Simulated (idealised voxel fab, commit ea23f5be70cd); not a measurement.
A process module follows: voxel ribs on slabs.
FYI the section here is cut, 190 nm wide, cells are 5 nm squares.
Heads up, the way a cross-section reads in here is a grid of square cells, handed over as bands from the top down, with every band being one or more rows of cells. Per band: top height and bottom height in nm, followed by the left-to-right materials and their widths in nm; "all across" marks a single material spanning edge to edge, "blank" marks empty space. Note: height 0 marks the level under which the wafer is uniformly one material as received. Lowest band unbounded below, written "0..down". A width given as "30 to 40" starts at the first number in the band's top row and ends at the second number in its bottom row, shifting by an equal amount at every step from row to row. What does "nothing different" mean for a step? It means no cell of the cross-section changed in that step. "Sealed void inventory" contains a list of empty spaces, each no smaller than 8 cells and without an open way to the top, written in the form width x height at distance with the distance from the left edge and all three in nm. Note: text after step settings on the step line = simulator remark on that step. overlay nm: how far to the right of its planned place the mask lay on this masked step (negative: to the left). Pairs from here to the end. Each: cross-section before one process step, cross-section after it, the latter only as far down as the lowest band that changed. Under each: the step between, and its settings. Mind that the pairs may be taken from different runs of this module on the same starting wafer; whether a pair continues from the pair above depends on its entry headed "Incoming profile", and it does only where that entry says so.

## Incoming profile
- 0..down: Si all across
- Sealed void inventory: none

## Cut View, Post-Step
- 20..0: SiO2 all across
- Anything lower than 0 is untouched.
- Sealed void inventory: none
Looking at the two cross-sections above, the step in the middle is DIRECTIONAL_DEP with material SiO2, thk nm 20

Incoming profile: Reference is made to the cross-section shown after the step in the pair directly above, which represents the state prior to this step.

## Cut View, Post-Step
- 35..20: polySi all across
- Anything lower than 20 is untouched.
- Sealed void inventory: none
Looking at the two cross-sections above, the step in the middle is DIRECTIONAL_DEP with material polySi, thk nm 15

Incoming profile: Reference is made to the cross-section shown after the step in the pair directly above, which represents the state prior to this step.

## Cut View, Post-Step
- 35..30: blank: 80 | polySi: 30 | blank: 80
- Anything lower than 30 is untouched.
- Sealed void inventory: none
Looking at the two cross-sections above, the step in the middle is MASKED_ETCH with tone cover, mask id RIB, width nm 30, etch materials polySi, depth nm 5, overlay nm 0

Incoming profile: Reference is made to the cross-section shown after the step in the pair directly above, which represents the state prior to this step.

## Cut View, Post-Step
- 50..45: blank: 80 | aC: 30 | blank: 80
- 45..35: aC all across
- 35..30: aC: 80 | polySi: 30 | aC: 80
- Anything lower than 30 is untouched.
- Sealed void inventory: none
Looking at the two cross-sections above, the step in the middle is DIRECTIONAL_DEP with material aC, thk nm 15

Incoming profile: Reference is made to the cross-section shown after the step in the pair directly above, which represents the state prior to this step.

## Cut View, Post-Step
- 80..50: blank: 60 | resist: 70 | blank: 60
- 50..45: blank: 60 | resist: 20 | aC: 30 | resist: 20 | blank: 60
- Anything lower than 45 is untouched.
- Sealed void inventory: none
Looking at the two cross-sections above, the step in the middle is PATTERN with tone cover, mask id SLAB, material resist, width nm 70, thk nm 30, overlay nm 0

Incoming profile: Reference is made to the cross-section shown after the step in the pair directly above, which represents the state prior to this step.

## Cut View, Post-Step
- 65..50: blank: 60 | resist: 70 | blank: 60
- 50..45: blank: 60 | resist: 20 | aC: 30 | resist: 20 | blank: 60
- 45..35: blank: 60 | aC: 70 | blank: 60
- 35..30: blank: 60 | aC: 20 | polySi: 30 | aC: 20 | blank: 60
- Anything lower than 30 is untouched.
- Sealed void inventory: none
Looking at the two cross-sections above, the step in the middle is DIRECTIONAL_ETCH with etch materials aC, depth nm 15

Incoming profile: Reference is made to the cross-section shown after the step in the pair directly above, which represents the state prior to this step.

## Cut View, Post-Step
- 50..45: blank: 80 | aC: 30 | blank: 80
- Anything lower than 45 is untouched.
- Sealed void inventory: none
Looking at the two cross-sections above, the step in the middle is STRIP with etch materials resist

Incoming profile: Reference is made to the cross-section shown after the step in the pair directly above, which represents the state prior to this step.

## Cut View, Post-Step
- 50..45: blank: 80 | aC: 30 | blank: 80
- 45..35: blank: 60 | aC: 70 | blank: 60
- 35..30: blank: 60 | aC: 20 | polySi: 30 | aC: 20 | blank: 60
- 30..20: blank: 60 | polySi: 70 | blank: 60
- Anything lower than 20 is untouched.
- Sealed void inventory: none
Looking at the two cross-sections above, the step in the middle is DIRECTIONAL_ETCH with etch materials polySi, depth nm 10

Incoming profile: Reference is made to the cross-section shown after the step in the pair directly above, which represents the state prior to this step.

## Cut View, Post-Step
- 35..30: blank: 80 | polySi: 30 | blank: 80
- Anything lower than 30 is untouched.
- Sealed void inventory: none
Looking at the two cross-sections above, the step in the middle is STRIP with etch materials aC

Incoming profile: Reference is made to the cross-section shown after the step in the pair directly above, which represents the state prior to this step.

## Cut View, Post-Step
- 65..35: SiO2 all across
- 35..30: SiO2: 80 | polySi: 30 | SiO2: 80
- 30..20: SiO2: 60 | polySi: 70 | SiO2: 60
- Anything lower than 20 is untouched.
- Sealed void inventory: none
Looking at the two cross-sections above, the step in the middle is FILL_DEP with material SiO2, thk nm 30

Incoming profile: Reference is made to the cross-section shown after the step in the pair directly above, which represents the state prior to this step.

## Cut View, Post-Step
- 55..35: SiO2 all across
- Anything lower than 35 is untouched.
- Sealed void inventory: none
Looking at the two cross-sections above, the step in the middle is CMP with height nm 55

Incoming profile: Reference is made to the cross-section shown after the step in the pair directly above, which represents the state prior to this step.

## Cut View, Post-Step
- 65..55: W all across
- Anything lower than 55 is untouched.
- Sealed void inventory: none
Looking at the two cross-sections above, the step in the middle is DIRECTIONAL_DEP with material W, thk nm 10

Incoming profile: Reference is made to the cross-section shown after the step in the pair directly above, which represents the state prior to this step.

## Cut View, Post-Step
- 85..65: blank: 75 | resist: 40 | blank: 75
- Anything lower than 65 is untouched.
- Sealed void inventory: none
Looking at the two cross-sections above, the step in the middle is PATTERN with tone cover, mask id HEATER, material resist, width nm 40, thk nm 20, overlay nm 0

Incoming profile: Reference is made to the cross-section shown after the step in the pair directly above, which represents the state prior to this step.

## Cut View, Post-Step
- 85..65: blank: 75 | resist: 40 | blank: 75
- 65..55: blank: 75 | W: 40 | blank: 75
- Anything lower than 55 is untouched.
- Sealed void inventory: none
Looking at the two cross-sections above, the step in the middle is DIRECTIONAL_ETCH with etch materials W, depth nm 10

Incoming profile: Reference is made to the cross-section shown after the step in the pair directly above, which represents the state prior to this step.

## Cut View, Post-Step
- 65..55: blank: 75 | W: 40 | blank: 75
- Anything lower than 55 is untouched.
- Sealed void inventory: none
Looking at the two cross-sections above, the step in the middle is STRIP with etch materials resist

Incoming profile: Reference is made to the cross-section shown after the step in the pair directly above, which represents the state prior to this step.

## Cut View, Post-Step
- 70..65: blank: 70 | SiN: 50 | blank: 70
- 65..60: blank: 70 | SiN: 5 | W: 40 | SiN: 5 | blank: 70
- 60..55: SiN: 75 | W: 40 | SiN: 75
- Anything lower than 55 is untouched.
- Sealed void inventory: none
Looking at the two cross-sections above, the step in the middle is CONFORMAL_DEP with material SiN, thk nm 5

## Incoming profile
- 35..20: polySi all across
- 20..0: SiO2 all across
- 0..down: Si all across
- Sealed void inventory: none

## Cut View, Post-Step
- 50..20: polySi all across
- Anything lower than 20 is untouched.
- Sealed void inventory: none
Looking at the two cross-sections above, the step in the middle is DIRECTIONAL_DEP with material polySi, thk nm 15

Incoming profile: Reference is made to the cross-section shown after the step in the pair directly above, which represents the state prior to this step.

## Cut View, Post-Step
- 50..45: blank: 80 | polySi: 30 | blank: 80
- Anything lower than 45 is untouched.
- Sealed void inventory: none
Looking at the two cross-sections above, the step in the middle is MASKED_ETCH with tone cover, mask id RIB, width nm 30, etch materials polySi, depth nm 5, overlay nm 0

Incoming profile: Reference is made to the cross-section shown after the step in the pair directly above, which represents the state prior to this step.

## Cut View, Post-Step
- 65..60: blank: 80 | aC: 30 | blank: 80
- 60..50: aC all across
- 50..45: aC: 80 | polySi: 30 | aC: 80
- Anything lower than 45 is untouched.
- Sealed void inventory: none
Looking at the two cross-sections above, the step in the middle is DIRECTIONAL_DEP with material aC, thk nm 15

Incoming profile: Reference is made to the cross-section shown after the step in the pair directly above, which represents the state prior to this step.

## Cut View, Post-Step
- 95..65: blank: 60 | resist: 70 | blank: 60
- 65..60: blank: 60 | resist: 20 | aC: 30 | resist: 20 | blank: 60
- Anything lower than 60 is untouched.
- Sealed void inventory: none
Looking at the two cross-sections above, the step in the middle is PATTERN with tone cover, mask id SLAB, material resist, width nm 70, thk nm 30, overlay nm 0

Incoming profile: Reference is made to the cross-section shown after the step in the pair directly above, which represents the state prior to this step.

## Cut View, Post-Step
- 80..65: blank: 60 | resist: 70 | blank: 60
- 65..60: blank: 60 | resist: 20 | aC: 30 | resist: 20 | blank: 60
- 60..50: blank: 60 | aC: 70 | blank: 60
- 50..45: blank: 60 | aC: 20 | polySi: 30 | aC: 20 | blank: 60
- Anything lower than 45 is untouched.
- Sealed void inventory: none
Looking at the two cross-sections above, the step in the middle is DIRECTIONAL_ETCH with etch materials aC, depth nm 15

Incoming profile: Reference is made to the cross-section shown after the step in the pair directly above, which represents the state prior to this step.

## Cut View, Post-Step
- 65..60: blank: 80 | aC: 30 | blank: 80
- Anything lower than 60 is untouched.
- Sealed void inventory: none
Looking at the two cross-sections above, the step in the middle is STRIP with etch materials resist

Incoming profile: Reference is made to the cross-section shown after the step in the pair directly above, which represents the state prior to this step.

## Cut View, Post-Step
- 65..60: blank: 80 | aC: 30 | blank: 80
- 60..50: blank: 60 | aC: 70 | blank: 60
- 50..45: blank: 60 | aC: 20 | polySi: 30 | aC: 20 | blank: 60
- 45..35: blank: 60 | polySi: 70 | blank: 60
- Anything lower than 35 is untouched.
- Sealed void inventory: none
Looking at the two cross-sections above, the step in the middle is DIRECTIONAL_ETCH with etch materials polySi, depth nm 10

Incoming profile: Reference is made to the cross-section shown after the step in the pair directly above, which represents the state prior to this step.

## Cut View, Post-Step
- 50..45: blank: 80 | polySi: 30 | blank: 80
- Anything lower than 45 is untouched.
- Sealed void inventory: none
Looking at the two cross-sections above, the step in the middle is STRIP with etch materials aC

Incoming profile: Reference is made to the cross-section shown after the step in the pair directly above, which represents the state prior to this step.

## Cut View, Post-Step
- 80..50: SiO2 all across
- 50..45: SiO2: 80 | polySi: 30 | SiO2: 80
- 45..35: SiO2: 60 | polySi: 70 | SiO2: 60
- Anything lower than 35 is untouched.
- Sealed void inventory: none
Looking at the two cross-sections above, the step in the middle is FILL_DEP with material SiO2, thk nm 30

Incoming profile: Reference is made to the cross-section shown after the step in the pair directly above, which represents the state prior to this step.

## Cut View, Post-Step
- 55..50: SiO2 all across
- Anything lower than 50 is untouched.
- Sealed void inventory: none
Looking at the two cross-sections above, the step in the middle is CMP with height nm 55

Incoming profile: Reference is made to the cross-section shown after the step in the pair directly above, which represents the state prior to this step.

## Cut View, Post-Step
- 65..55: W all across
- Anything lower than 55 is untouched.
- Sealed void inventory: none
Looking at the two cross-sections above, the step in the middle is DIRECTIONAL_DEP with material W, thk nm 10

Incoming profile: Reference is made to the cross-section shown after the step in the pair directly above, which represents the state prior to this step.

## Cut View, Post-Step
- 85..65: blank: 75 | resist: 40 | blank: 75
- Anything lower than 65 is untouched.
- Sealed void inventory: none
Looking at the two cross-sections above, the step in the middle is PATTERN with tone cover, mask id HEATER, material resist, width nm 40, thk nm 20, overlay nm 0

Incoming profile: Reference is made to the cross-section shown after the step in the pair directly above, which represents the state prior to this step.

## Cut View, Post-Step
- 85..65: blank: 75 | resist: 40 | blank: 75
- 65..55: blank: 75 | W: 40 | blank: 75
- Anything lower than 55 is untouched.
- Sealed void inventory: none
Looking at the two cross-sections above, the step in the middle is DIRECTIONAL_ETCH with etch materials W, depth nm 10

Incoming profile: Reference is made to the cross-section shown after the step in the pair directly above, which represents the state prior to this step.

## Cut View, Post-Step
- 65..55: blank: 75 | W: 40 | blank: 75
- Anything lower than 55 is untouched.
- Sealed void inventory: none
Looking at the two cross-sections above, the step in the middle is STRIP with etch materials resist

Incoming profile: Reference is made to the cross-section shown after the step in the pair directly above, which represents the state prior to this step.

## Cut View, Post-Step
- 70..65: blank: 70 | SiN: 50 | blank: 70
- 65..60: blank: 70 | SiN: 5 | W: 40 | SiN: 5 | blank: 70
- 60..55: SiN: 75 | W: 40 | SiN: 75
- Anything lower than 55 is untouched.
- Sealed void inventory: none
Looking at the two cross-sections above, the step in the middle is CONFORMAL_DEP with material SiN, thk nm 5

## Incoming profile
- 0..down: Si all across
- Sealed void inventory: none

## Cut View, Post-Step
- 15..0: polySi all across
- Anything lower than 0 is untouched.
- Sealed void inventory: none
Looking at the two cross-sections above, the step in the middle is DIRECTIONAL_DEP with material polySi, thk nm 15

Incoming profile: Reference is made to the cross-section shown after the step in the pair directly above, which represents the state prior to this step.

## Cut View, Post-Step
- 35..15: SiO2 all across
- Anything lower than 15 is untouched.
- Sealed void inventory: none
Looking at the two cross-sections above, the step in the middle is DIRECTIONAL_DEP with material SiO2, thk nm 20

Incoming profile: Reference is made to the cross-section shown after the step in the pair directly above, which represents the state prior to this step.

## Cut View, Post-Step
- 50..35: aC all across
- Anything lower than 35 is untouched.
- Sealed void inventory: none
Looking at the two cross-sections above, the step in the middle is DIRECTIONAL_DEP with material aC, thk nm 15

Incoming profile: Reference is made to the cross-section shown after the step in the pair directly above, which represents the state prior to this step.

## Cut View, Post-Step
- 80..50: blank: 60 | resist: 70 | blank: 60
- Anything lower than 50 is untouched.
- Sealed void inventory: none
Looking at the two cross-sections above, the step in the middle is PATTERN with tone cover, mask id SLAB, material resist, width nm 70, thk nm 30, overlay nm 0

Incoming profile: Reference is made to the cross-section shown after the step in the pair directly above, which represents the state prior to this step.

## Cut View, Post-Step
- 65..50: blank: 60 | resist: 70 | blank: 60
- 50..35: blank: 60 | aC: 70 | blank: 60
- Anything lower than 35 is untouched.
- Sealed void inventory: none
Looking at the two cross-sections above, the step in the middle is DIRECTIONAL_ETCH with etch materials aC, depth nm 15

Incoming profile: Reference is made to the cross-section shown after the step in the pair directly above, which represents the state prior to this step.

## Cut View, Post-Step
- 50..35: blank: 60 | aC: 70 | blank: 60
- Anything lower than 35 is untouched.
- Sealed void inventory: none
Looking at the two cross-sections above, the step in the middle is STRIP with etch materials resist

Incoming profile: Reference is made to the cross-section shown after the step in the pair directly above, which represents the state prior to this step.

## Cut View, Post-Step
- 35..15: SiO2 all across
- Anything lower than 15 is untouched.
- Sealed void inventory: none
Looking at the two cross-sections above, the step in the middle is STRIP with etch materials aC

Incoming profile: Reference is made to the cross-section shown after the step in the pair directly above, which represents the state prior to this step.

## Cut View, Post-Step
- 65..15: SiO2 all across
- Anything lower than 15 is untouched.
- Sealed void inventory: none
Looking at the two cross-sections above, the step in the middle is FILL_DEP with material SiO2, thk nm 30

Incoming profile: Reference is made to the cross-section shown after the step in the pair directly above, which represents the state prior to this step.

## Cut View, Post-Step
- 55..15: SiO2 all across
- Anything lower than 15 is untouched.
- Sealed void inventory: none
Looking at the two cross-sections above, the step in the middle is CMP with height nm 55

Incoming profile: Reference is made to the cross-section shown after the step in the pair directly above, which represents the state prior to this step.

## Cut View, Post-Step
- 65..55: W all across
- Anything lower than 55 is untouched.
- Sealed void inventory: none
Looking at the two cross-sections above, the step in the middle is DIRECTIONAL_DEP with material W, thk nm 10

Incoming profile: Reference is made to the cross-section shown after the step in the pair directly above, which represents the state prior to this step.

## Cut View, Post-Step
- 85..65: blank: 75 | resist: 40 | blank: 75
- Anything lower than 65 is untouched.
- Sealed void inventory: none
Looking at the two cross-sections above, the step in the middle is PATTERN with tone cover, mask id HEATER, material resist, width nm 40, thk nm 20, overlay nm 0

Incoming profile: Reference is made to the cross-section shown after the step in the pair directly above, which represents the state prior to this step.

## Cut View, Post-Step
- 85..65: blank: 75 | resist: 40 | blank: 75
- 65..55: blank: 75 | W: 40 | blank: 75
- Anything lower than 55 is untouched.
- Sealed void inventory: none
Looking at the two cross-sections above, the step in the middle is DIRECTIONAL_ETCH with etch materials W, depth nm 10

Incoming profile: Reference is made to the cross-section shown after the step in the pair directly above, which represents the state prior to this step.

## Cut View, Post-Step
- 65..55: blank: 75 | W: 40 | blank: 75
- Anything lower than 55 is untouched.
- Sealed void inventory: none
Looking at the two cross-sections above, the step in the middle is STRIP with etch materials resist

Incoming profile: Reference is made to the cross-section shown after the step in the pair directly above, which represents the state prior to this step.

## Cut View, Post-Step
- 70..65: blank: 70 | SiN: 50 | blank: 70
- 65..60: blank: 70 | SiN: 5 | W: 40 | SiN: 5 | blank: 70
- 60..55: SiN: 75 | W: 40 | SiN: 75
- Anything lower than 55 is untouched.
- Sealed void inventory: none
Looking at the two cross-sections above, the step in the middle is CONFORMAL_DEP with material SiN, thk nm 5

## Incoming profile
- 55..35: SiO2 all across
- 35..30: SiO2: 80 | polySi: 30 | SiO2: 80
- 30..20: SiO2: 60 | polySi: 70 | SiO2: 60
- 20..0: SiO2 all across
- 0..down: Si all across
- Sealed void inventory: none

## Cut View, Post-Step
- 60..55: W all across
- Anything lower than 55 is untouched.
- Sealed void inventory: none
Looking at the two cross-sections above, the step in the middle is DIRECTIONAL_DEP with material W, thk nm 5

Incoming profile: Reference is made to the cross-section shown after the step in the pair directly above, which represents the state prior to this step.

## Cut View, Post-Step
- 80..60: blank: 75 | resist: 40 | blank: 75
- Anything lower than 60 is untouched.
- Sealed void inventory: none
Looking at the two cross-sections above, the step in the middle is PATTERN with tone cover, mask id HEATER, material resist, width nm 40, thk nm 20, overlay nm 0

Incoming profile: Reference is made to the cross-section shown after the step in the pair directly above, which represents the state prior to this step.

## Cut View, Post-Step
- 80..60: blank: 75 | resist: 40 | blank: 75
- 60..55: blank: 75 | W: 40 | blank: 75
- Anything lower than 55 is untouched.
- Sealed void inventory: none
Looking at the two cross-sections above, the step in the middle is DIRECTIONAL_ETCH with etch materials W, depth nm 10

Incoming profile: Reference is made to the cross-section shown after the step in the pair directly above, which represents the state prior to this step.

## Cut View, Post-Step
- 60..55: blank: 75 | W: 40 | blank: 75
- Anything lower than 55 is untouched.
- Sealed void inventory: none
Looking at the two cross-sections above, the step in the middle is STRIP with etch materials resist

Incoming profile: Reference is made to the cross-section shown after the step in the pair directly above, which represents the state prior to this step.

## Cut View, Post-Step
- 65..60: blank: 70 | SiN: 50 | blank: 70
- 60..55: SiN: 75 | W: 40 | SiN: 75
- Anything lower than 55 is untouched.
- Sealed void inventory: none
Looking at the two cross-sections above, the step in the middle is CONFORMAL_DEP with material SiN, thk nm 5

## Incoming profile
- 50..45: blank: 80 | aC: 30 | blank: 80
- 45..35: aC all across
- 35..30: aC: 80 | polySi: 30 | aC: 80
- 30..20: polySi all across
- 20..0: SiO2 all across
- 0..down: Si all across
- Sealed void inventory: none

## Cut View, Post-Step
- 80..50: blank: 65 | resist: 65 | blank: 60
- 50..45: blank: 65 | resist: 15 | aC: 30 | resist: 20 | blank: 60
- Anything lower than 45 is untouched.
- Sealed void inventory: none
Looking at the two cross-sections above, the step in the middle is PATTERN with tone cover, mask id SLAB, material resist, width nm 65, thk nm 30, overlay nm 0

Incoming profile: Reference is made to the cross-section shown after the step in the pair directly above, which represents the state prior to this step.

## Cut View, Post-Step
- 65..50: blank: 65 | resist: 65 | blank: 60
- 50..45: blank: 65 | resist: 15 | aC: 30 | resist: 20 | blank: 60
- 45..35: blank: 65 | aC: 65 | blank: 60
- 35..30: blank: 65 | aC: 15 | polySi: 30 | aC: 20 | blank: 60
- Anything lower than 30 is untouched.
- Sealed void inventory: none
Looking at the two cross-sections above, the step in the middle is DIRECTIONAL_ETCH with etch materials aC, depth nm 15

Incoming profile: Reference is made to the cross-section shown after the step in the pair directly above, which represents the state prior to this step.

## Cut View, Post-Step
- 50..45: blank: 80 | aC: 30 | blank: 80
- Anything lower than 45 is untouched.
- Sealed void inventory: none
Looking at the two cross-sections above, the step in the middle is STRIP with etch materials resist

Incoming profile: Reference is made to the cross-section shown after the step in the pair directly above, which represents the state prior to this step.

## Cut View, Post-Step
- 50..45: blank: 80 | aC: 30 | blank: 80
- 45..35: blank: 65 | aC: 65 | blank: 60
- 35..30: blank: 65 | aC: 15 | polySi: 30 | aC: 20 | blank: 60
- 30..20: blank: 65 | polySi: 65 | blank: 60
- Anything lower than 20 is untouched.
- Sealed void inventory: none
Looking at the two cross-sections above, the step in the middle is DIRECTIONAL_ETCH with etch materials polySi, depth nm 10

Incoming profile: Reference is made to the cross-section shown after the step in the pair directly above, which represents the state prior to this step.

## Cut View, Post-Step
- 35..30: blank: 80 | polySi: 30 | blank: 80
- Anything lower than 30 is untouched.
- Sealed void inventory: none
Looking at the two cross-sections above, the step in the middle is STRIP with etch materials aC

Incoming profile: Reference is made to the cross-section shown after the step in the pair directly above, which represents the state prior to this step.

## Cut View, Post-Step
- 65..35: SiO2 all across
- 35..30: SiO2: 80 | polySi: 30 | SiO2: 80
- 30..20: SiO2: 65 | polySi: 65 | SiO2: 60
- Anything lower than 20 is untouched.
- Sealed void inventory: none
Looking at the two cross-sections above, the step in the middle is FILL_DEP with material SiO2, thk nm 30

Incoming profile: Reference is made to the cross-section shown after the step in the pair directly above, which represents the state prior to this step.

## Cut View, Post-Step
- 55..35: SiO2 all across
- Anything lower than 35 is untouched.
- Sealed void inventory: none
Looking at the two cross-sections above, the step in the middle is CMP with height nm 55

Incoming profile: Reference is made to the cross-section shown after the step in the pair directly above, which represents the state prior to this step.

## Cut View, Post-Step
- 65..55: W all across
- Anything lower than 55 is untouched.
- Sealed void inventory: none
Looking at the two cross-sections above, the step in the middle is DIRECTIONAL_DEP with material W, thk nm 10

Incoming profile: Reference is made to the cross-section shown after the step in the pair directly above, which represents the state prior to this step.

## Cut View, Post-Step
- 85..65: blank: 75 | resist: 40 | blank: 75
- Anything lower than 65 is untouched.
- Sealed void inventory: none
Looking at the two cross-sections above, the step in the middle is PATTERN with tone cover, mask id HEATER, material resist, width nm 40, thk nm 20, overlay nm 0

Incoming profile: Reference is made to the cross-section shown after the step in the pair directly above, which represents the state prior to this step.

## Cut View, Post-Step
- 85..65: blank: 75 | resist: 40 | blank: 75
- 65..55: blank: 75 | W: 40 | blank: 75
- Anything lower than 55 is untouched.
- Sealed void inventory: none
Looking at the two cross-sections above, the step in the middle is DIRECTIONAL_ETCH with etch materials W, depth nm 10

Incoming profile: Reference is made to the cross-section shown after the step in the pair directly above, which represents the state prior to this step.

## Cut View, Post-Step
- 65..55: blank: 75 | W: 40 | blank: 75
- Anything lower than 55 is untouched.
- Sealed void inventory: none
Looking at the two cross-sections above, the step in the middle is STRIP with etch materials resist

Incoming profile: Reference is made to the cross-section shown after the step in the pair directly above, which represents the state prior to this step.

## Cut View, Post-Step
- 70..65: blank: 70 | SiN: 50 | blank: 70
- 65..60: blank: 70 | SiN: 5 | W: 40 | SiN: 5 | blank: 70
- 60..55: SiN: 75 | W: 40 | SiN: 75
- Anything lower than 55 is untouched.
- Sealed void inventory: none
Looking at the two cross-sections above, the step in the middle is CONFORMAL_DEP with material SiN, thk nm 5

## Incoming profile
- 65..55: W all across
- 55..35: SiO2 all across
- 35..30: SiO2: 80 | polySi: 30 | SiO2: 80
- 30..20: SiO2: 60 | polySi: 70 | SiO2: 60
- 20..0: SiO2 all across
- 0..down: Si all across
- Sealed void inventory: none

## Cut View, Post-Step
- 85..65: blank: 80 | resist: 40 | blank: 70
- Anything lower than 65 is untouched.
- Sealed void inventory: none
Looking at the two cross-sections above, the step in the middle is PATTERN with tone cover, mask id HEATER, material resist, width nm 40, thk nm 20, overlay nm 5

Incoming profile: Reference is made to the cross-section shown after the step in the pair directly above, which represents the state prior to this step.

## Cut View, Post-Step
- 85..65: blank: 80 | resist: 40 | blank: 70
- 65..55: blank: 80 | W: 40 | blank: 70
- Anything lower than 55 is untouched.
- Sealed void inventory: none
Looking at the two cross-sections above, the step in the middle is DIRECTIONAL_ETCH with etch materials W, depth nm 10

Incoming profile: Reference is made to the cross-section shown after the step in the pair directly above, which represents the state prior to this step.

## Cut View, Post-Step
- 65..55: blank: 80 | W: 40 | blank: 70
- Anything lower than 55 is untouched.
- Sealed void inventory: none
Looking at the two cross-sections above, the step in the middle is STRIP with etch materials resist

Incoming profile: Reference is made to the cross-section shown after the step in the pair directly above, which represents the state prior to this step.

## Cut View, Post-Step
- 70..65: blank: 75 | SiN: 50 | blank: 65
- 65..60: blank: 75 | SiN: 5 | W: 40 | SiN: 5 | blank: 65
- 60..55: SiN: 80 | W: 40 | SiN: 70
- Anything lower than 55 is untouched.
- Sealed void inventory: none
Looking at the two cross-sections above, the step in the middle is CONFORMAL_DEP with material SiN, thk nm 5

## Incoming profile
- 85..65: blank: 75 | resist: 40 | blank: 75
- 65..55: blank: 75 | W: 40 | blank: 75
- 55..35: SiO2 all across
- 35..30: SiO2: 80 | polySi: 30 | SiO2: 80
- 30..20: SiO2: 60 | polySi: 70 | SiO2: 60
- 20..0: SiO2 all across
- 0..down: Si all across
- Sealed void inventory: none

## Cut View, Post-Step
- 0..down: Si all across
- Sealed void inventory: none
Looking at the two cross-sections above, the step in the middle is STRIP with etch materials SiO2

Incoming profile: Reference is made to the cross-section shown after the step in the pair directly above, which represents the state prior to this step.

## Cut View, Post-Step
- 5..0: SiN all across
- Anything lower than 0 is untouched.
- Sealed void inventory: none
Looking at the two cross-sections above, the step in the middle is CONFORMAL_DEP with material SiN, thk nm 5

## Incoming profile
- 65..55: W all across
- 55..35: SiO2 all across
- 35..30: SiO2: 80 | polySi: 30 | SiO2: 80
- 30..20: SiO2: 60 | polySi: 70 | SiO2: 60
- 20..0: SiO2 all across
- 0..down: Si all across
- Sealed void inventory: none

## Cut View, Post-Step
- 85..65: resist: 75 | blank: 40 | resist: 75
- Anything lower than 65 is untouched.
- Sealed void inventory: none
Looking at the two cross-sections above, the step in the middle is PATTERN with tone open, mask id HEATER, material resist, width nm 40, thk nm 20, overlay nm 0

Incoming profile: Reference is made to the cross-section shown after the step in the pair directly above, which represents the state prior to this step.

## Cut View, Post-Step
- 85..65: resist: 75 | blank: 40 | resist: 75
- 65..55: W: 75 | blank: 40 | W: 75
- Anything lower than 55 is untouched.
- Sealed void inventory: none
Looking at the two cross-sections above, the step in the middle is DIRECTIONAL_ETCH with etch materials W, depth nm 10

Incoming profile: Reference is made to the cross-section shown after the step in the pair directly above, which represents the state prior to this step.

## Cut View, Post-Step
- 65..55: W: 75 | blank: 40 | W: 75
- Anything lower than 55 is untouched.
- Sealed void inventory: none
Looking at the two cross-sections above, the step in the middle is STRIP with etch materials resist

Incoming profile: Reference is made to the cross-section shown after the step in the pair directly above, which represents the state prior to this step.

## Cut View, Post-Step
- 70..65: SiN: 80 | blank: 30 | SiN: 80
- 65..60: W: 75 | SiN: 5 | blank: 30 | SiN: 5 | W: 75
- 60..55: W: 75 | SiN: 40 | W: 75
- Anything lower than 55 is untouched.
- Sealed void inventory: none
Looking at the two cross-sections above, the step in the middle is CONFORMAL_DEP with material SiN, thk nm 5
